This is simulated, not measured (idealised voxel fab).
Module name: voxel fin reveal (process module)
Cross-section cut spans 230 nm and uses square cells 5 nm in size.
Each cross-section below is a grid of square cells, stated as bands in top-down order, with one or more rows of cells making up each band.
Band entry format. Leading values: height of top, height of bottom, nm. Remainder: materials in left-to-right order, each with its width in nm. Special words: "edge to edge" on a single material, which then fills the band edge to edge; "empty", empty space.
Heights are measured from 0, the level below which the as-received wafer is all one material; the lowest band has no bottom and continues downward, written as in "from 0 down".
When a width is written as two numbers, as in "30..40", the first number is the width in the top row of cells of the band and the second is the width in its bottom row, and the width changes by the same amount from each row to the next.
The designation "left unchanged", where it is given for a processing step, indicates that no cell of the cross-section was altered in the course of that step.
Voids not open to the top, 8 cells minimum: see "closed voids". Written width x height at distance; distance is from the left edge; nm.
That trailing text on a step's line, after the settings, is the simulator's own remark on the step.
overlay nm: for a step with a mask, the amount by which the mask lay right of where it was planned; a negative amount means left of it.

The planned process steps are enumerated hereunder
- 1: RECEIVE | material Si
- 2: CONFORMAL_DEP | material SiN | thk nm 10
- 3: PATTERN | tone cover | mask id FINS | material resist | width nm 15 | pitch nm 35 | thk nm 20 | overlay nm 0
- 4: DIRECTIONAL_ETCH | etch materials SiN | depth nm 10
- 5: DIRECTIONAL_ETCH | etch materials Si | depth nm 40
- 6: STRIP | etch materials resist
- 7: OXIDIZE | depth nm 5
- 8: FILL_DEP | material SiO2 | thk nm 15
- 9: CMP | height nm 10
- 10: SELECTIVE_ETCH | etch materials SiO2 | depth nm 20
- 11: STRIP | etch materials SiN
- 12: CONFORMAL_DEP | material SiO2 | thk nm 5

First wafer out of two, processed as planned

As-received state of the wafer in cross-section, equivalent to post-step 1
  from 0 down = Si edge to edge
  closed voids: none

Step 2 complete: cross-section through the wafer
  from 10 to 0 = SiN edge to edge
  Below 0, the layers are the same as they were.

Step 3 complete: cross-section through the wafer
  from 30 to 10 = empty=90, resist=15, empty=20, resist=15, empty=90
  Below 10, the layers are the same as they were.

Step 4 complete: cross-section through the wafer
  from 30 to 10 = empty=90, resist=15, empty=20, resist=15, empty=90
  from 10 to 0 = empty=90, SiN=15, empty=20, SiN=15, empty=90
  Below 0, the layers are the same as they were.

Step 5 complete: cross-section through the wafer
  from 30 to 10 = empty=90, resist=15, empty=20, resist=15, empty=90
  from 10 to 0 = empty=90, SiN=15, empty=20, SiN=15, empty=90
  from 0 to -40 = empty=90, Si=15, empty=20, Si=15, empty=90
  Below -40, the layers are the same as they were.

Step 6 complete: cross-section through the wafer
  from 10 to 0 = empty=90, SiN=15, empty=20, SiN=15, empty=90
  Below 0, the layers are the same as they were.

Step 7 complete: cross-section through the wafer
  from 10 to 0 = empty=90, SiN=15, empty=20, SiN=15, empty=90
  from 0 to -40 = empty=90, SiO2=5, Si=5, SiO2=5, empty=20, SiO2=5, Si=5, SiO2=5, empty=90
  from -40 to -45 = SiO2=95, Si=5, SiO2=30, Si=5, SiO2=95
  Below -45, the layers are the same as they were.

Step 8 complete: cross-section through the wafer
  from 25 to 10 = SiO2 edge to edge
  from 10 to 0 = SiO2=90, SiN=15, SiO2=20, SiN=15, SiO2=90
  from 0 to -45 = SiO2=95, Si=5, SiO2=30, Si=5, SiO2=95
  Below -45, the layers are the same as they were.

Step 9 complete: cross-section through the wafer
  from 10 to 0 = SiO2=90, SiN=15, SiO2=20, SiN=15, SiO2=90
  Below 0, the layers are the same as they were.

Step 10 complete: cross-section through the wafer
  from 10 to 0 = empty=90, SiN=15, empty=20, SiN=15, empty=90
  from 0 to -10 = empty=95, Si=5, empty=30, Si=5, empty=95
  Below -10, the layers are the same as they were.

Step 11 complete: cross-section through the wafer
  from 0 to -10 = empty=95, Si=5, empty=30, Si=5, empty=95
  Below -10, the layers are the same as they were.

Step 12 complete: cross-section through the wafer
  from 5 to 0 = empty=90, SiO2=15, empty=20, SiO2=15, empty=90
  from 0 to -5 = empty=90, SiO2=5, Si=5, SiO2=5, empty=20, SiO2=5, Si=5, SiO2=5, empty=90
  from -5 to -45 = SiO2=95, Si=5, SiO2=30, Si=5, SiO2=95
  Below -45, the layers are the same as they were.

Second wafer. Start and plan as for the first. One mistake made in running. Agrees with the first up to and including step 11

The second wafer in cross-section, at the planned close of step 12: left unchanged
Finding, execution versus plan: step 12 in the plan did not get run; it was skipped
Looking at both finished wafers in cells, the second ends up ahead of or behind the first on some materials: SiO2 -54
